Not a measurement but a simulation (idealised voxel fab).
The process module that follows is named voxel capacitor over wiring.
For reference, the cross-section in this document is cut, with width 210 nm and square cells of 5 nm.
Cross-sections here: square-cell grids, written as top-down lists of bands, a band being one or more rows of cells.
The entry gives the band's vertical extent as a top height and a bottom height in nm, then its horizontal make-up as materials from left to right, each with a width in nm. "empty" stands for empty space; a single material marked "edge to edge" fills the band edge to edge.
Where do heights start? At 0: under that level the wafer as delivered is made of one material only. And the lowest band has no floor; it just carries on downward, as in "0 nm and below".
Top row gets the first number, bottom row gets the second, and each row in between changes by the same step: that is how a band width like "30->40" works.
"everything unchanged" -> step changed no cross-section cell.
Closed-off voids of 8+ cells (no open route to the top) go in "Closed void catalog", written width x height at distance from the left edge, in nm.
after a step's settings: what the simulator itself notes on the step
overlay nm: how far to the right of its planned place the mask lay on this masked step (negative: to the left).

[The planned process steps are enumerated hereunder]
1: RECEIVE [material Si]
2: CONFORMAL_DEP [material SiO2] [thk nm 15]
3: DIRECTIONAL_DEP [material TiN] [thk nm 5]
4: DIRECTIONAL_DEP [material W] [thk nm 20]
5: PATTERN [tone cover] [mask id METAL_1] [material resist] [width nm 25] [pitch nm 85] [thk nm 15] [overlay nm 0]
6: DIRECTIONAL_ETCH [etch materials W] [depth nm 20]
7: DIRECTIONAL_ETCH [etch materials TiN] [depth nm 5]
8: STRIP [etch materials resist]
9: CONFORMAL_DEP [material SiN] [thk nm 5]
10: FILL_DEP [material lowk] [thk nm 5]
11: CMP [height nm 40]
12: CONFORMAL_DEP [material SiCN] [thk nm 5]
13: DIRECTIONAL_DEP [material lowk] [thk nm 15]
14: DIRECTIONAL_DEP [material aC] [thk nm 15]
15: PATTERN [tone open] [mask id PLUG_1] [material resist] [width nm 15] [thk nm 30] [overlay nm 0]
16: DIRECTIONAL_ETCH [etch materials aC] [depth nm 15]
17: STRIP [etch materials resist]
18: DIRECTIONAL_ETCH [etch materials lowk] [depth nm 15]
19: DIRECTIONAL_ETCH [etch materials SiCN] [depth nm 5]
20: STRIP [etch materials aC]
21: EPI [material Ru] [thk nm 10]
22: EPI [material Ru] [thk nm 10]
23: DIRECTIONAL_DEP [material TiN] [thk nm 10]
24: DIRECTIONAL_DEP [material SiN] [thk nm 5]
25: DIRECTIONAL_DEP [material TiN] [thk nm 5]
26: PATTERN [tone cover] [mask id UPPER_PLATE] [material resist] [width nm 65] [thk nm 15] [overlay nm 0]
27: DIRECTIONAL_ETCH [etch materials TiN] [depth nm 5]
28: DIRECTIONAL_ETCH [etch materials SiN] [depth nm 5]
29: STRIP [etch materials resist]
30: PATTERN [tone cover] [mask id LOWER_PLATE] [material resist] [width nm 75] [thk nm 20] [overlay nm 0]
31: DIRECTIONAL_ETCH [etch materials TiN] [depth nm 10]
32: STRIP [etch materials resist]
33: FILL_DEP [material SiO2] [thk nm 15]
34: CMP [height nm 90]
35: DIRECTIONAL_DEP [material aC] [thk nm 10]
36: PATTERN [tone open] [mask id PLUG_2] [material resist] [width nm 15] [thk nm 30] [overlay nm 0]
37: DIRECTIONAL_ETCH [etch materials aC] [depth nm 10]
38: STRIP [etch materials resist]
39: DIRECTIONAL_ETCH [etch materials SiO2] [depth nm 10]
40: STRIP [etch materials aC]
41: CONFORMAL_DEP [material TiN] [thk nm 5]
42: FILL_DEP [material Ru] [thk nm 10]
43: CMP [height nm 90]
44: CONFORMAL_DEP [material SiCN] [thk nm 5]

[The cross-section here shows the wafer as received, i.e. in its state after step 1]
    0 nm and below  Si edge to edge
    Closed void catalog: none

[First of two wafers, end-of-module section, run followed plan]
    95 nm to 90 nm  SiCN edge to edge
    90 nm to 85 nm  70 SiO2, then 5 TiN, then 5 Ru, then 5 TiN, then 125 SiO2
    85 nm to 75 nm  70->60 SiO2, then 15->65 TiN, then 125->85 SiO2
    75 nm to 70 nm  60 SiO2, then 65 SiN, then 85 SiO2
    70 nm to 60 nm  55 SiO2, then 75 TiN, then 80 SiO2
    60 nm to 45 nm  60 lowk, then 15 Ru, then 135 lowk
    45 nm to 40 nm  60 SiCN, then 15 Ru, then 135 SiCN
    40 nm to 20 nm  45 lowk, then 5 SiN, then 25 W, then 5 SiN, then 50 lowk, then 5 SiN, then 25 W, then 5 SiN, then 45 lowk
    20 nm to 15 nm  50 SiN, then 25 TiN, then 60 SiN, then 25 TiN, then 50 SiN
    15 nm to 0 nm  SiO2 edge to edge
    0 nm and below  Si edge to edge
    Closed void catalog: none

[Cross-sectional view: second of two wafers, end of module; start and plan identical to the first, one mistake in running]
    95 nm to 90 nm  SiCN edge to edge
    90 nm to 85 nm  70 SiO2, then 5 TiN, then 5 Ru, then 5 TiN, then 125 SiO2
    85 nm to 75 nm  70->60 SiO2, then 15->65 TiN, then 125->85 SiO2
    75 nm to 70 nm  60 SiO2, then 65 SiN, then 85 SiO2
    70 nm to 60 nm  60 SiO2, then 65 TiN, then 85 SiO2
    60 nm to 45 nm  60 lowk, then 15 Ru, then 135 lowk
    45 nm to 40 nm  60 SiCN, then 15 Ru, then 135 SiCN
    40 nm to 20 nm  45 lowk, then 5 SiN, then 25 W, then 5 SiN, then 50 lowk, then 5 SiN, then 25 W, then 5 SiN, then 45 lowk
    20 nm to 15 nm  50 SiN, then 25 TiN, then 60 SiN, then 25 TiN, then 50 SiN
    15 nm to 0 nm  SiO2 edge to edge
    0 nm and below  Si edge to edge
    Closed void catalog: none
Want to know what went wrong? step 30 was not run as planned; what actually ran was PATTERN [tone cover] [mask id LOWER_PLATE] [material resist] [width nm 65] [thk nm 20] [overlay nm 0]
Heads up, by the end the second wafer has more or fewer cells of some materials compared to the first: +4 SiO2; -4 TiN
